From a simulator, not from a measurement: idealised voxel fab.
The document below concerns the process module designated voxel tone inversion.
200 nm wide, 5 nm square cells: that's cross-section cut.
Cross-section format: a grid of square cells, given as bands from top to bottom; each band is one or more rows of cells. Band: top and bottom heights (nm) first, top before bottom; then materials from left to right, widths in nm. "all across" marks a sole material filling the band edge to edge. "air" denotes empty space. Height datum 0, below which the as-received substrate wafer is one material. Lowest band open at the bottom, running downward: "0 -> down". Read "30 to 40" as a graded width: first number on top, second number at the bottom, same change between each pair of neighbouring rows. When a step is marked "remained the same", none of the cells in the cross-section changed during that step. You'll see "Fully enclosed voids" listing empty spaces that have no way open to the top, as long as they're 8 cells or more; the notation is width x height at distance, where the distance is from the left edge, and all of it is in nm. Whatever follows a step's settings on its line is a remark the simulator itself makes about that step. overlay nm, on a step with a mask: how far to the right of its planned place the mask lay; to the left if negative.
**Set out below are the planned steps of the process**
1: RECEIVE, material Si
2: CONFORMAL_DEP, material SiN, thk nm 10
3: DIRECTIONAL_DEP, material aC, thk nm 15
4: PATTERN, tone cover, mask id POSTS, material resist, width nm 15, pitch nm 35, thk nm 20, overlay nm 0
5: DIRECTIONAL_ETCH, etch materials aC, depth nm 15
6: STRIP, etch materials resist
7: FILL_DEP, material SiO2, thk nm 10
8: CMP, height nm 25
9: STRIP, etch materials aC
**Cross-sectional view of the wafer in its as-received condition, corresponding to the state after step 1**
0 -> down: Si all across
Fully enclosed voids: none
**Cross-sectional view of the first of the two wafers upon completion of the module, processed in accordance with the plan**
25 -> 10: 55 of SiO2; 15 of air; 20 of SiO2; 15 of air; 20 of SiO2; 15 of air; 60 of SiO2
10 -> 0: SiN all across
0 -> down: Si all across
Fully enclosed voids: none
**Presented here is a cross-section of the second of the two wafers as it stood at the end of the module. It was started in the same manner and assigned the same plan as the first wafer; however, one mistake was made in its execution**
25 -> 10: 55 of SiN; 15 of air; 20 of SiN; 15 of air; 20 of SiN; 15 of air; 60 of SiN
10 -> 0: SiN all across
0 -> down: Si all across
Fully enclosed voids: none
Deviation from plan: planned and actual differ for step 7; actual: FILL_DEP, material SiN, thk nm 10
Final tally in cells, some materials are higher or lower on the second wafer than on the first: SiN +93 | SiO2 -93
